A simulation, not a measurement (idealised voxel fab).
The document below concerns the process module designated voxel wiring stack.
Pictured: cross-section cut, 240 nm wide, on a grid of 5 nm square cells.
The cross-sections in this document take the form of a grid made of square cells. They are written out as bands, in order from top to bottom. Each band consists of one or more rows of cells. Top height, bottom height, nm. Materials left to right, width each, nm. Single material + "everywhere" = fills band edge to edge. "blank" = empty. Height 0 is the level under which the wafer as received is all one material. The lowest band goes on downwards, as in "0..down". With a width like "30 to 40", each row of cells in the band differs from the next by the same amount, the top row carrying the first number and the bottom row the second. Step marked "remained the same"? Then no cell in the cross-section changed in it. "Sealed void listing" - sealed voids, min. 8 cells, no opening to top; format: width x height at distance (distance from left edge; nm throughout). Read whatever lies past the settings on a step's line as the simulator's own remark about the step. "overlay nm", when on a step's line for a step with a mask, measures how far to the right of its planned place the mask lay; a negative measure means to the left.

### The steps planned for the process are as follows
1. op RECEIVE | material Si
2. op CONFORMAL_DEP | material SiO2 | thk nm 10
3. op CONFORMAL_DEP | material SiN | thk nm 5
4. op DIRECTIONAL_DEP | material lowk | thk nm 15
5. op DIRECTIONAL_DEP | material aC | thk nm 15
6. op PATTERN | tone open | mask id METAL_1 | material resist | width nm 30 | pitch nm 45 | thk nm 35 | overlay nm 0
7. op DIRECTIONAL_ETCH | etch materials aC | depth nm 15
8. op STRIP | etch materials resist
9. op DIRECTIONAL_ETCH | etch materials lowk | depth nm 15
10. op DIRECTIONAL_ETCH | etch materials SiN | depth nm 5
11. op STRIP | etch materials aC
12. op CONFORMAL_DEP | material TiN | thk nm 5
13. op FILL_DEP | material W | thk nm 10
14. op CMP | height nm 30
15. op EPI | material Ru | thk nm 5
16. op FILL_DEP | material SiCN | thk nm 5
17. op DIRECTIONAL_DEP | material SiO2 | thk nm 10
18. op DIRECTIONAL_DEP | material aC | thk nm 15
19. op PATTERN | tone open | mask id PLUG_1 | material resist | width nm 15 | pitch nm 45 | thk nm 30 | overlay nm 0
20. op DIRECTIONAL_ETCH | etch materials aC | depth nm 15
21. op STRIP | etch materials resist
22. op DIRECTIONAL_ETCH | etch materials SiO2 | depth nm 10
23. op DIRECTIONAL_ETCH | etch materials SiCN | depth nm 5
24. op STRIP | etch materials aC
25. op EPI | material Ru | thk nm 10
26. op EPI | material Ru | thk nm 5
27. op CONFORMAL_DEP | material SiN | thk nm 5
28. op DIRECTIONAL_DEP | material lowk | thk nm 25
29. op DIRECTIONAL_DEP | material aC | thk nm 10
30. op PATTERN | tone open | mask id METAL_2 | material resist | width nm 30 | pitch nm 45 | thk nm 25 | overlay nm 0
31. op DIRECTIONAL_ETCH | etch materials aC | depth nm 10
32. op STRIP | etch materials resist
33. op DIRECTIONAL_ETCH | etch materials lowk | depth nm 25
34. op DIRECTIONAL_ETCH | etch materials SiN | depth nm 5
35. op STRIP | etch materials aC
36. op CONFORMAL_DEP | material TiN | thk nm 5
37. op FILL_DEP | material W | thk nm 10
38. op CMP | height nm 80
39. op CONFORMAL_DEP | material SiCN | thk nm 5

### As-received state of the wafer in cross-section, equivalent to post-step 1
> 0..down = Si everywhere
> Sealed void listing: none

### first wafer at the end, as planned
> 85..80 = SiCN everywhere
> 80..55 = lowk (80), TiN (5), W (20), TiN (5), lowk (15), TiN (5), W (20), TiN (5), lowk (85)
> 55..50 = SiN (80), TiN (30), SiN (15), TiN (30), SiN (85)
> 50..40 = SiO2 (80), Ru (15), SiO2 (30), Ru (15), SiO2 (100)
> 40..30 = SiCN (80 to 75), Ru (15 to 40), SiCN (30 to 5), Ru (15 to 40), SiCN (100 to 80)
> 30..15 = lowk (80), TiN (5), W (20), TiN (5), lowk (15), TiN (5), W (20), TiN (5), lowk (85)
> 15..10 = SiN (80), TiN (30), SiN (15), TiN (30), SiN (85)
> 10..0 = SiO2 everywhere
> 0..down = Si everywhere
> Sealed void listing: none

### Wafer two, end of module, cross-section. Same start, same plan as wafer one. One mistake in the run
> 85..80 = SiCN everywhere
> 80..55 = W (75), TiN (5), lowk (30), TiN (5), W (5), TiN (5), lowk (30), TiN (5), W (80)
> 55..50 = TiN (80), SiN (30), TiN (15), SiN (30), TiN (85)
> 50..40 = SiO2 (80), Ru (15), SiO2 (30), Ru (15), SiO2 (100)
> 40..30 = SiCN (80 to 75), Ru (15 to 40), SiCN (30 to 5), Ru (15 to 40), SiCN (100 to 80)
> 30..15 = lowk (80), TiN (5), W (20), TiN (5), lowk (15), TiN (5), W (20), TiN (5), lowk (85)
> 15..10 = SiN (80), TiN (30), SiN (15), TiN (30), SiN (85)
> 10..0 = SiO2 everywhere
> 0..down = Si everywhere
> Sealed void listing: none
Run error: step 30 ran as: op PATTERN | tone cover | mask id METAL_2 | material resist | width nm 30 | pitch nm 45 | thk nm 25 | overlay nm 0
At the finish, the second wafer shows more or fewer cells for some materials than the first does: -24 SiN, +24 TiN, +120 W, -120 lowk
